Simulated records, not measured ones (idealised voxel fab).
process module | voxel fin reveal
cross-section cut | 195 nm wide | cells 5 nm
A cross-section is a grid of square cells, given in bands from the top down. A band is one or more rows of cells.
Each band's line starts with the height of the band's top and of its bottom, in nm. Then come its materials from left to right, each with its width in nm. One material with "throughout" fills the band from edge to edge. "air" is empty space.
Height 0 is the level under which the wafer as received is all one material. The lowest band goes on downwards, as in "0 down".
A width such as "30 to 40" changes by the same amount from each row of cells to the next, from the band's top row to its bottom row.
"no change" after a step means that no cell of the cross-section changed.
closed voids: empty space of 8 cells or more with no open way to the top, each as width x height at its distance from the left edge, in nm
after a step's settings: what the simulator itself notes on the step
overlay nm, on a step with a mask: how far to the right of its planned place the mask lay; to the left if negative
plan
1 op RECEIVE | material Si
2 op CONFORMAL_DEP | material SiN | thk nm 5
3 op PATTERN | tone cover | mask id FINS | material resist | width nm 15 | pitch nm 35 | thk nm 20 | overlay nm 0
4 op DIRECTIONAL_ETCH | etch materials SiN | depth nm 5
5 op DIRECTIONAL_ETCH | etch materials Si | depth nm 40
6 op STRIP | etch materials resist
7 op FILL_DEP | material SiO2 | thk nm 10
8 op CMP | height nm 5
9 op SELECTIVE_ETCH | etch materials SiO2 | depth nm 30
10 op STRIP | etch materials SiN
11 op CONFORMAL_DEP | material SiO2 | thk nm 5
as received, after step 1
  0 down: Si throughout
  closed voids: none
first wafer at the end, as planned
  5 to 0: air 65 | SiO2 25 | air 10 | SiO2 25 | air 70
  0 to -20: air 65 | SiO2 5 | Si 15 | SiO2 5 | air 10 | SiO2 5 | Si 15 | SiO2 5 | air 70
  -20 to -40: SiO2 70 | Si 15 | SiO2 20 | Si 15 | SiO2 75
  -40 down: Si throughout
  closed voids: none
second wafer at the end: like start, like plan, one mistake
  0 to -25: air 70 | Si 15 | air 20 | Si 15 | air 75
  -25 to -40: SiO2 70 | Si 15 | SiO2 20 | Si 15 | SiO2 75
  -40 down: Si throughout
  closed voids: none
what went wrong: step 11 was left out
at the end the second wafer has, in cells: 59 fewer of SiO2
